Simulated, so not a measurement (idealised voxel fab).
Title: Process Module voxel wiring stack
Cross-section cut spans 180 nm and uses square cells 5 nm in size.
Just so we're on the same page, the cross-sections are grids of square cells, and they're listed out in bands top to bottom, each band one or more rows deep. Basically the band line says how high the top is and how high the bottom is, in nm, and then what's in it from left to right, every material with its width in nm. Empty space shows up as "empty", and if a single material carries "all across" it runs the full band edge to edge. Heights are measured from 0, the level below which the as-received wafer is all one material; the lowest band has no bottom and continues downward, written as in "0..down". Read "30->40" as a graded width: first number on top, second number at the bottom, same change between each pair of neighbouring rows. "remains unaltered" -> step changed no cross-section cell. Basically, "Unvented internal voids" tells you about the enclosed voids: empty spaces with no open way to the top, 8 cells or bigger, each written width x height at distance, where distance is from the left edge, all in nm. Note: text after step settings on the step line = simulator remark on that step. On any step carrying a mask, the "overlay nm" setting, if present on the step's line, tells how far right of its planned place the mask lay; negative values point to the left.

# This section lists the process steps that were planned
1) RECEIVE,material Si
2) CONFORMAL_DEP,material SiO2,thk nm 10
3) DIRECTIONAL_DEP,material TiN,thk nm 5
4) DIRECTIONAL_DEP,material W,thk nm 15
5) DIRECTIONAL_DEP,material aC,thk nm 15
6) PATTERN,tone cover,mask id METAL_1,material resist,width nm 20,pitch nm 45,thk nm 30,overlay nm 0
7) DIRECTIONAL_ETCH,etch materials aC,depth nm 15
8) STRIP,etch materials resist
9) DIRECTIONAL_ETCH,etch materials W,depth nm 15
10) DIRECTIONAL_ETCH,etch materials TiN,depth nm 5
11) STRIP,etch materials aC
12) FILL_DEP,material SiO2,thk nm 10
13) CMP,height nm 30
14) CONFORMAL_DEP,material SiCN,thk nm 5
15) DIRECTIONAL_DEP,material lowk,thk nm 35
16) DIRECTIONAL_DEP,material aC,thk nm 15
17) PATTERN,tone open,mask id METAL_2_HOLES,material resist,width nm 15,thk nm 35,overlay nm 0
18) DIRECTIONAL_ETCH,etch materials aC,depth nm 15
19) STRIP,etch materials resist
20) DIRECTIONAL_ETCH,etch materials lowk,depth nm 35
21) STRIP,etch materials aC
22) DIRECTIONAL_DEP,material aC,thk nm 15
23) PATTERN,tone open,mask id METAL_2,material resist,width nm 20,pitch nm 45,thk nm 30,overlay nm 0
24) DIRECTIONAL_ETCH,etch materials aC,depth nm 15
25) STRIP,etch materials resist
26) DIRECTIONAL_ETCH,etch materials lowk,depth nm 20
27) DIRECTIONAL_ETCH,etch materials SiCN,depth nm 5
28) STRIP,etch materials aC
29) CONFORMAL_DEP,material TiN,thk nm 5
30) FILL_DEP,material Cu,thk nm 5
31) CMP,height nm 70
32) CONFORMAL_DEP,material SiN,thk nm 5

# So, the first of our two wafers, run just as we planned it

# Step 1 complete: cross-section of the wafer as received
    0..down  Si all across
    Unvented internal voids: none

# After step 2: wafer cross-section
    10..0  SiO2 all across
    Whatever lies below 0 is exactly as it was before.

# After step 3: wafer cross-section
    15..10  TiN all across
    Whatever lies below 10 is exactly as it was before.

# After step 4: wafer cross-section
    30..15  W all across
    Whatever lies below 15 is exactly as it was before.

# After step 5: wafer cross-section
    45..30  aC all across
    Whatever lies below 30 is exactly as it was before.

# After step 6: wafer cross-section
    75..45  55 nm empty / 20 nm resist / 25 nm empty / 20 nm resist / 60 nm empty
    Whatever lies below 45 is exactly as it was before.

# After step 7: wafer cross-section
    60..45  55 nm empty / 20 nm resist / 25 nm empty / 20 nm resist / 60 nm empty
    45..30  55 nm empty / 20 nm aC / 25 nm empty / 20 nm aC / 60 nm empty
    Whatever lies below 30 is exactly as it was before.

# After step 8: wafer cross-section
    45..30  55 nm empty / 20 nm aC / 25 nm empty / 20 nm aC / 60 nm empty
    Whatever lies below 30 is exactly as it was before.

# After step 9: wafer cross-section
    45..30  55 nm empty / 20 nm aC / 25 nm empty / 20 nm aC / 60 nm empty
    30..15  55 nm empty / 20 nm W / 25 nm empty / 20 nm W / 60 nm empty
    Whatever lies below 15 is exactly as it was before.

# After step 10: wafer cross-section
    45..30  55 nm empty / 20 nm aC / 25 nm empty / 20 nm aC / 60 nm empty
    30..15  55 nm empty / 20 nm W / 25 nm empty / 20 nm W / 60 nm empty
    15..10  55 nm empty / 20 nm TiN / 25 nm empty / 20 nm TiN / 60 nm empty
    Whatever lies below 10 is exactly as it was before.

# After step 11: wafer cross-section
    30..15  55 nm empty / 20 nm W / 25 nm empty / 20 nm W / 60 nm empty
    Whatever lies below 15 is exactly as it was before.

# After step 12: wafer cross-section
    40..30  SiO2 all across
    30..15  55 nm SiO2 / 20 nm W / 25 nm SiO2 / 20 nm W / 60 nm SiO2
    15..10  55 nm SiO2 / 20 nm TiN / 25 nm SiO2 / 20 nm TiN / 60 nm SiO2
    Whatever lies below 10 is exactly as it was before.

# After step 13: wafer cross-section
    30..15  55 nm SiO2 / 20 nm W / 25 nm SiO2 / 20 nm W / 60 nm SiO2
    Whatever lies below 15 is exactly as it was before.

# After step 14: wafer cross-section
    35..30  SiCN all across
    Whatever lies below 30 is exactly as it was before.

# After step 15: wafer cross-section
    70..35  lowk all across
    Whatever lies below 35 is exactly as it was before.

# After step 16: wafer cross-section
    85..70  aC all across
    Whatever lies below 70 is exactly as it was before.

# After step 17: wafer cross-section
    120..85  55 nm resist / 15 nm empty / 110 nm resist
    Whatever lies below 85 is exactly as it was before.

# After step 18: wafer cross-section
    105..85  55 nm resist / 15 nm empty / 110 nm resist
    85..70  55 nm aC / 15 nm empty / 110 nm aC
    Whatever lies below 70 is exactly as it was before.

# After step 19: wafer cross-section
    85..70  55 nm aC / 15 nm empty / 110 nm aC
    Whatever lies below 70 is exactly as it was before.

# After step 20: wafer cross-section
    85..70  55 nm aC / 15 nm empty / 110 nm aC
    70..35  55 nm lowk / 15 nm empty / 110 nm lowk
    Whatever lies below 35 is exactly as it was before.

# After step 21: wafer cross-section
    70..35  55 nm lowk / 15 nm empty / 110 nm lowk
    Whatever lies below 35 is exactly as it was before.

# After step 22: wafer cross-section
    85..70  55 nm aC / 15 nm empty / 110 nm aC
    70..50  55 nm lowk / 15 nm empty / 110 nm lowk
    50..35  55 nm lowk / 15 nm aC / 110 nm lowk
    Whatever lies below 35 is exactly as it was before.

# After step 23: wafer cross-section
    115..85  55 nm resist / 20 nm empty / 25 nm resist / 20 nm empty / 60 nm resist
    Whatever lies below 85 is exactly as it was before.

# After step 24: wafer cross-section
    100..85  55 nm resist / 20 nm empty / 25 nm resist / 20 nm empty / 60 nm resist
    85..70  55 nm aC / 20 nm empty / 25 nm aC / 20 nm empty / 60 nm aC
    70..35  55 nm lowk / 15 nm empty / 110 nm lowk
    Whatever lies below 35 is exactly as it was before.

# After step 25: wafer cross-section
    85..70  55 nm aC / 20 nm empty / 25 nm aC / 20 nm empty / 60 nm aC
    Whatever lies below 70 is exactly as it was before.

# After step 26: wafer cross-section
    85..70  55 nm aC / 20 nm empty / 25 nm aC / 20 nm empty / 60 nm aC
    70..50  55 nm lowk / 20 nm empty / 25 nm lowk / 20 nm empty / 60 nm lowk
    Whatever lies below 50 is exactly as it was before.

# After step 27: wafer cross-section
    85..70  55 nm aC / 20 nm empty / 25 nm aC / 20 nm empty / 60 nm aC
    70..50  55 nm lowk / 20 nm empty / 25 nm lowk / 20 nm empty / 60 nm lowk
    50..35  55 nm lowk / 15 nm empty / 110 nm lowk
    35..30  55 nm SiCN / 15 nm empty / 110 nm SiCN
    Whatever lies below 30 is exactly as it was before.

# After step 28: wafer cross-section
    70..50  55 nm lowk / 20 nm empty / 25 nm lowk / 20 nm empty / 60 nm lowk
    Whatever lies below 50 is exactly as it was before.

# After step 29: wafer cross-section
    75..70  60 nm TiN / 10 nm empty / 35 nm TiN / 10 nm empty / 65 nm TiN
    70..55  55 nm lowk / 5 nm TiN / 10 nm empty / 5 nm TiN / 25 nm lowk / 5 nm TiN / 10 nm empty / 5 nm TiN / 60 nm lowk
    55..50  55 nm lowk / 5 nm TiN / 5 nm empty / 10 nm TiN / 25 nm lowk / 20 nm TiN / 60 nm lowk
    50..35  55 nm lowk / 5 nm TiN / 5 nm empty / 5 nm TiN / 110 nm lowk
    35..30  55 nm SiCN / 15 nm TiN / 110 nm SiCN
    Whatever lies below 30 is exactly as it was before.

# After step 30: wafer cross-section
    80..75  Cu all across
    75..70  60 nm TiN / 10 nm Cu / 35 nm TiN / 10 nm Cu / 65 nm TiN
    70..55  55 nm lowk / 5 nm TiN / 10 nm Cu / 5 nm TiN / 25 nm lowk / 5 nm TiN / 10 nm Cu / 5 nm TiN / 60 nm lowk
    55..50  55 nm lowk / 5 nm TiN / 5 nm Cu / 10 nm TiN / 25 nm lowk / 20 nm TiN / 60 nm lowk
    50..35  55 nm lowk / 5 nm TiN / 5 nm Cu / 5 nm TiN / 110 nm lowk
    Whatever lies below 35 is exactly as it was before.

# After step 31: wafer cross-section
    70..55  55 nm lowk / 5 nm TiN / 10 nm Cu / 5 nm TiN / 25 nm lowk / 5 nm TiN / 10 nm Cu / 5 nm TiN / 60 nm lowk
    Whatever lies below 55 is exactly as it was before.

# After step 32: wafer cross-section
    75..70  SiN all across
    Whatever lies below 70 is exactly as it was before.

# For the second wafer, take the first wafer's start and plan, then add one mistake made in running it; everything through step 14, that step included, is shared with the first

# Cross-section of the second wafer when, according to plan, step 15 should have finished
    105..35  lowk all across
    Whatever lies below 35 is exactly as it was before.

# Cross-section of the second wafer when, according to plan, step 16 should have finished
    120..105  aC all across
    Whatever lies below 105 is exactly as it was before.

# Cross-section of the second wafer when, according to plan, step 17 should have finished
    155..120  55 nm resist / 15 nm empty / 110 nm resist
    Whatever lies below 120 is exactly as it was before.

# Cross-section of the second wafer when, according to plan, step 18 should have finished
    140..120  55 nm resist / 15 nm empty / 110 nm resist
    120..105  55 nm aC / 15 nm empty / 110 nm aC
    Whatever lies below 105 is exactly as it was before.

# Cross-section of the second wafer when, according to plan, step 19 should have finished
    120..105  55 nm aC / 15 nm empty / 110 nm aC
    Whatever lies below 105 is exactly as it was before.

# Cross-section of the second wafer when, according to plan, step 20 should have finished
    120..105  55 nm aC / 15 nm empty / 110 nm aC
    105..70  55 nm lowk / 15 nm empty / 110 nm lowk
    Whatever lies below 70 is exactly as it was before.

# Cross-section of the second wafer when, according to plan, step 21 should have finished
    105..70  55 nm lowk / 15 nm empty / 110 nm lowk
    Whatever lies below 70 is exactly as it was before.

# Cross-section of the second wafer when, according to plan, step 22 should have finished
    120..105  55 nm aC / 15 nm empty / 110 nm aC
    105..85  55 nm lowk / 15 nm empty / 110 nm lowk
    85..70  55 nm lowk / 15 nm aC / 110 nm lowk
    Whatever lies below 70 is exactly as it was before.

# Cross-section of the second wafer when, according to plan, step 23 should have finished
    150..120  55 nm resist / 20 nm empty / 25 nm resist / 20 nm empty / 60 nm resist
    Whatever lies below 120 is exactly as it was before.

# Cross-section of the second wafer when, according to plan, step 24 should have finished
    135..120  55 nm resist / 20 nm empty / 25 nm resist / 20 nm empty / 60 nm resist
    120..105  55 nm aC / 20 nm empty / 25 nm aC / 20 nm empty / 60 nm aC
    105..70  55 nm lowk / 15 nm empty / 110 nm lowk
    Whatever lies below 70 is exactly as it was before.

# Cross-section of the second wafer when, according to plan, step 25 should have finished
    120..105  55 nm aC / 20 nm empty / 25 nm aC / 20 nm empty / 60 nm aC
    Whatever lies below 105 is exactly as it was before.

# Cross-section of the second wafer when, according to plan, step 26 should have finished
    120..105  55 nm aC / 20 nm empty / 25 nm aC / 20 nm empty / 60 nm aC
    105..85  55 nm lowk / 20 nm empty / 25 nm lowk / 20 nm empty / 60 nm lowk
    85..50  55 nm lowk / 15 nm empty / 110 nm lowk
    Whatever lies below 50 is exactly as it was before.

Cross-section of the second wafer when, according to plan, step 27 should have finished: remains unaltered

# Cross-section of the second wafer when, according to plan, step 28 should have finished
    105..85  55 nm lowk / 20 nm empty / 25 nm lowk / 20 nm empty / 60 nm lowk
    Whatever lies below 85 is exactly as it was before.

# Cross-section of the second wafer when, according to plan, step 29 should have finished
    110..105  60 nm TiN / 10 nm empty / 35 nm TiN / 10 nm empty / 65 nm TiN
    105..90  55 nm lowk / 5 nm TiN / 10 nm empty / 5 nm TiN / 25 nm lowk / 5 nm TiN / 10 nm empty / 5 nm TiN / 60 nm lowk
    90..85  55 nm lowk / 5 nm TiN / 5 nm empty / 10 nm TiN / 25 nm lowk / 20 nm TiN / 60 nm lowk
    85..55  55 nm lowk / 5 nm TiN / 5 nm empty / 5 nm TiN / 110 nm lowk
    55..50  55 nm lowk / 15 nm TiN / 110 nm lowk
    Whatever lies below 50 is exactly as it was before.

# Cross-section of the second wafer when, according to plan, step 30 should have finished
    115..110  Cu all across
    110..105  60 nm TiN / 10 nm Cu / 35 nm TiN / 10 nm Cu / 65 nm TiN
    105..90  55 nm lowk / 5 nm TiN / 10 nm Cu / 5 nm TiN / 25 nm lowk / 5 nm TiN / 10 nm Cu / 5 nm TiN / 60 nm lowk
    90..85  55 nm lowk / 5 nm TiN / 5 nm Cu / 10 nm TiN / 25 nm lowk / 20 nm TiN / 60 nm lowk
    85..55  55 nm lowk / 5 nm TiN / 5 nm Cu / 5 nm TiN / 110 nm lowk
    Whatever lies below 55 is exactly as it was before.

# Cross-section of the second wafer when, according to plan, step 31 should have finished
    70..55  55 nm lowk / 5 nm TiN / 5 nm Cu / 5 nm TiN / 110 nm lowk
    Whatever lies below 55 is exactly as it was before.

# Cross-section of the second wafer when, according to plan, step 32 should have finished
    75..70  SiN all across
    Whatever lies below 70 is exactly as it was before.
What was done differently from what was planned? step 15 of the plan was carried out twice
Final cells, second wafer relative to first, materials higher or lower: -13 Cu | +3 SiCN | -19 TiN | +29 lowk
